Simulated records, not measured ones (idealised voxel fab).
process module | voxel self aligned vias
cross-section cut | 205 nm wide | cells 5 nm
A cross-section is a grid of square cells, given in bands from the top down. A band is one or more rows of cells.
Each band's line starts with the height of the band's top and of its bottom, in nm. Then come its materials from left to right, each with its width in nm. One material with "throughout" fills the band from edge to edge. "air" is empty space.
Height 0 is the level under which the wafer as received is all one material. The lowest band goes on downwards, as in "0 down".
A width such as "30 to 40" changes by the same amount from each row of cells to the next, from the band's top row to its bottom row.
"no change" after a step means that no cell of the cross-section changed.
closed voids: empty space of 8 cells or more with no open way to the top, each as width x height at its distance from the left edge, in nm
after a step's settings: what the simulator itself notes on the step
overlay nm, on a step with a mask: how far to the right of its planned place the mask lay; to the left if negative
plan
1 op RECEIVE | material Si
2 op CONFORMAL_DEP | material SiO2 | thk nm 10
3 op CONFORMAL_DEP | material SiCN | thk nm 5
4 op DIRECTIONAL_DEP | material lowk | thk nm 30
5 op MASKED_ETCH | tone open | mask id LINES | width nm 20 | pitch nm 65 | etch materials lowk | depth nm 30 | overlay nm 0
6 op CONFORMAL_DEP | material TiN | thk nm 5
7 op FILL_DEP | material W | thk nm 5
8 op CMP | height nm 45
9 op SELECTIVE_ETCH | etch materials W Ru TiN | depth nm 5
10 op FILL_DEP | material SiN | thk nm 5
11 op CMP | height nm 45
12 op DIRECTIONAL_DEP | material lowk | thk nm 15
13 op PATTERN | tone open | mask id VIAS | material resist | width nm 40 | pitch nm 65 | thk nm 20 | overlay nm 0
14 op DIRECTIONAL_ETCH | etch materials lowk | depth nm 15
15 op DIRECTIONAL_ETCH | etch materials SiN | depth nm 5
16 op STRIP | etch materials resist
17 op CONFORMAL_DEP | material TiN | thk nm 5
18 op FILL_DEP | material Cu | thk nm 10
19 op CMP | height nm 60
20 op CONFORMAL_DEP | material SiCN | thk nm 5
as received, after step 1
  0 down: Si throughout
  closed voids: none
first wafer at the end, as planned
  65 to 60: SiCN throughout
  60 to 50: lowk 15 | TiN 5 | Cu 30 | TiN 5 | lowk 25 | TiN 5 | Cu 30 | TiN 5 | lowk 25 | TiN 5 | Cu 30 | TiN 5 | lowk 20
  50 to 45: lowk 15 | TiN 15 | Cu 10 | TiN 15 | lowk 25 | TiN 15 | Cu 10 | TiN 15 | lowk 25 | TiN 15 | Cu 10 | TiN 15 | lowk 20
  45 to 40: lowk 25 | TiN 20 | lowk 45 | TiN 20 | lowk 45 | TiN 20 | lowk 30
  40 to 20: lowk 25 | TiN 5 | W 10 | TiN 5 | lowk 45 | TiN 5 | W 10 | TiN 5 | lowk 45 | TiN 5 | W 10 | TiN 5 | lowk 30
  20 to 15: lowk 25 | TiN 20 | lowk 45 | TiN 20 | lowk 45 | TiN 20 | lowk 30
  15 to 10: SiCN throughout
  10 to 0: SiO2 throughout
  0 down: Si throughout
  closed voids: none
second wafer at the end: like start, like plan, one mistake
  65 to 60: SiCN throughout
  60 to 55: Cu throughout
  55 to 50: TiN 20 | Cu 30 | TiN 35 | Cu 30 | TiN 35 | Cu 30 | TiN 25
  50 to 45: lowk 15 | TiN 5 | Cu 30 | TiN 5 | lowk 25 | TiN 5 | Cu 30 | TiN 5 | lowk 25 | TiN 5 | Cu 30 | TiN 5 | lowk 20
  45 to 40: lowk 15 | TiN 40 | lowk 25 | TiN 40 | lowk 25 | TiN 40 | lowk 20
  40 to 35: lowk 15 | TiN 15 | W 10 | TiN 15 | lowk 25 | TiN 15 | W 10 | TiN 15 | lowk 25 | TiN 15 | W 10 | TiN 15 | lowk 20
  35 to 20: lowk 25 | TiN 5 | W 10 | TiN 5 | lowk 45 | TiN 5 | W 10 | TiN 5 | lowk 45 | TiN 5 | W 10 | TiN 5 | lowk 30
  20 to 15: lowk 25 | TiN 20 | lowk 45 | TiN 20 | lowk 45 | TiN 20 | lowk 30
  15 to 10: SiCN throughout
  10 to 0: SiO2 throughout
  0 down: Si throughout
  closed voids: none
what went wrong: step 12 ran as: op DIRECTIONAL_DEP | material lowk | thk nm 5
at the end the second wafer has, in cells: 35 more of Cu | 23 more of TiN | 58 fewer of lowk
